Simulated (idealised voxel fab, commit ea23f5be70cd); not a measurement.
The following process module bears the name voxel gate over fins.
Xsec cut, 275 nm wide, square cell size 5 nm.
A cross-section is written here as square cells arranged in a grid, and it is given in bands from the top down, each band taking up one or more rows of cells.
Band: top height; bottom height; in nm. Then, left to right: material with width in nm, for each material. "full width": a single material spanning edge to edge. "air": empty space.
Measure heights from 0. That's the level where, below it, the as-received wafer is all one material. The lowest band is bottomless and extends downward; write it as in "from 0 down".
The notation "30 to 40" denotes a width that varies across the rows of cells in the band, beginning at the first number in the top row, finishing at the second number in the bottom row, and changing by an identical amount from each row to the next.
The designation "no alteration", where it is given for a processing step, indicates that no cell of the cross-section was altered in the course of that step.
"Internal closed voids": sealed empty spaces, 8 cells or more, no open way to top, listed width x height at distance, with distance from the left edge and width, height and distance in nm.
If you see something after the settings on a step's line, that's the simulator's own remark about that step.
The optional step-line setting "overlay nm" applies to steps with a mask and quantifies how far to the right of its planned location the mask lay, a negative value indicating leftward placement.
Planned process steps
1 RECEIVE, material Si
2 CONFORMAL_DEP, material SiN, thk nm 10
3 DIRECTIONAL_DEP, material aC, thk nm 10
4 PATTERN, tone cover, mask id FINS, material resist, width nm 15, pitch nm 55, thk nm 30, overlay nm 0
5 DIRECTIONAL_ETCH, etch materials aC, depth nm 10
6 STRIP, etch materials resist
7 DIRECTIONAL_ETCH, etch materials SiN, depth nm 10
8 DIRECTIONAL_ETCH, etch materials Si, depth nm 40
9 STRIP, etch materials aC
10 FILL_DEP, material SiO2, thk nm 10
11 CMP, height nm 10
12 PATTERN, tone open, mask id RAIL, material resist, width nm 15, thk nm 20, overlay nm 0
13 DIRECTIONAL_ETCH, etch materials SiO2, depth nm 45
14 STRIP, etch materials resist
15 CONFORMAL_DEP, material TiN, thk nm 5
16 FILL_DEP, material W, thk nm 5
17 CMP, height nm 10
18 SELECTIVE_ETCH, etch materials W Ru TiN, depth nm 30
19 FILL_DEP, material SiO2, thk nm 5
20 CMP, height nm 10
21 SELECTIVE_ETCH, etch materials SiO2, depth nm 25
22 STRIP, etch materials SiN
23 CONFORMAL_DEP, material HfO2, thk nm 5
24 CONFORMAL_DEP, material TiN, thk nm 5
25 FILL_DEP, material W, thk nm 15
26 CMP, height nm 20
27 CONFORMAL_DEP, material SiCN, thk nm 5
Incoming wafer in cross-section (state: after step 1)
from 0 down: Si full width
Internal closed voids: none
The first of two wafers, cross-sectioned at the end of the module, with the run proceeding as planned
from 25 to 20: SiCN full width
from 20 to 10: W full width
from 10 to 5: W 65, then TiN 35, then W 20, then TiN 35, then W 20, then TiN 35, then W 65
from 5 to 0: W 65, then TiN 5, then HfO2 25, then TiN 5, then W 20, then TiN 5, then HfO2 25, then TiN 5, then W 20, then TiN 5, then HfO2 25, then TiN 5, then W 65
from 0 to -5: W 65, then TiN 5, then HfO2 5, then Si 15, then HfO2 5, then TiN 5, then W 20, then TiN 5, then HfO2 5, then Si 15, then HfO2 5, then TiN 5, then W 20, then TiN 5, then HfO2 5, then Si 15, then HfO2 5, then TiN 5, then W 65
from -5 to -10: TiN 70, then HfO2 5, then Si 15, then HfO2 5, then TiN 30, then HfO2 5, then Si 15, then HfO2 5, then TiN 30, then HfO2 5, then Si 15, then HfO2 5, then TiN 70
from -10 to -15: HfO2 75, then Si 15, then HfO2 40, then Si 15, then HfO2 40, then Si 15, then HfO2 75
from -15 to -20: SiO2 75, then Si 15, then SiO2 40, then Si 15, then SiO2 40, then Si 15, then SiO2 75
from -20 to -30: SiO2 75, then Si 15, then SiO2 10, then TiN 5, then W 5, then TiN 5, then SiO2 15, then Si 15, then SiO2 40, then Si 15, then SiO2 75
from -30 to -35: SiO2 75, then Si 15, then SiO2 10, then TiN 15, then SiO2 15, then Si 15, then SiO2 40, then Si 15, then SiO2 75
from -35 to -40: SiO2 75, then Si 15, then SiO2 40, then Si 15, then SiO2 40, then Si 15, then SiO2 75
from -40 down: Si full width
Internal closed voids: none
Wafer two (of two), end-of-module cross-section: start = wafer one, plan = wafer one, one run mistake
from 25 to 20: SiCN full width
from 20 to 5: W full width
from 5 to 0: W 70, then TiN 25, then W 30, then TiN 25, then W 30, then TiN 25, then W 70
from 0 to -10: W 70, then TiN 5, then Si 15, then TiN 5, then W 30, then TiN 5, then Si 15, then TiN 5, then W 30, then TiN 5, then Si 15, then TiN 5, then W 70
from -10 to -15: TiN 75, then Si 15, then TiN 40, then Si 15, then TiN 40, then Si 15, then TiN 75
from -15 to -20: SiO2 75, then Si 15, then SiO2 40, then Si 15, then SiO2 40, then Si 15, then SiO2 75
from -20 to -30: SiO2 75, then Si 15, then SiO2 10, then TiN 5, then W 5, then TiN 5, then SiO2 15, then Si 15, then SiO2 40, then Si 15, then SiO2 75
from -30 to -35: SiO2 75, then Si 15, then SiO2 10, then TiN 15, then SiO2 15, then Si 15, then SiO2 40, then Si 15, then SiO2 75
from -35 to -40: SiO2 75, then Si 15, then SiO2 40, then Si 15, then SiO2 40, then Si 15, then SiO2 75
from -40 down: Si full width
Internal closed voids: none
Run error: step 23 from the plan never happened, it was just skipped
Counted in cells at the end, the second wafer holds more or fewer of these materials than the first: HfO2 -73 | W +73
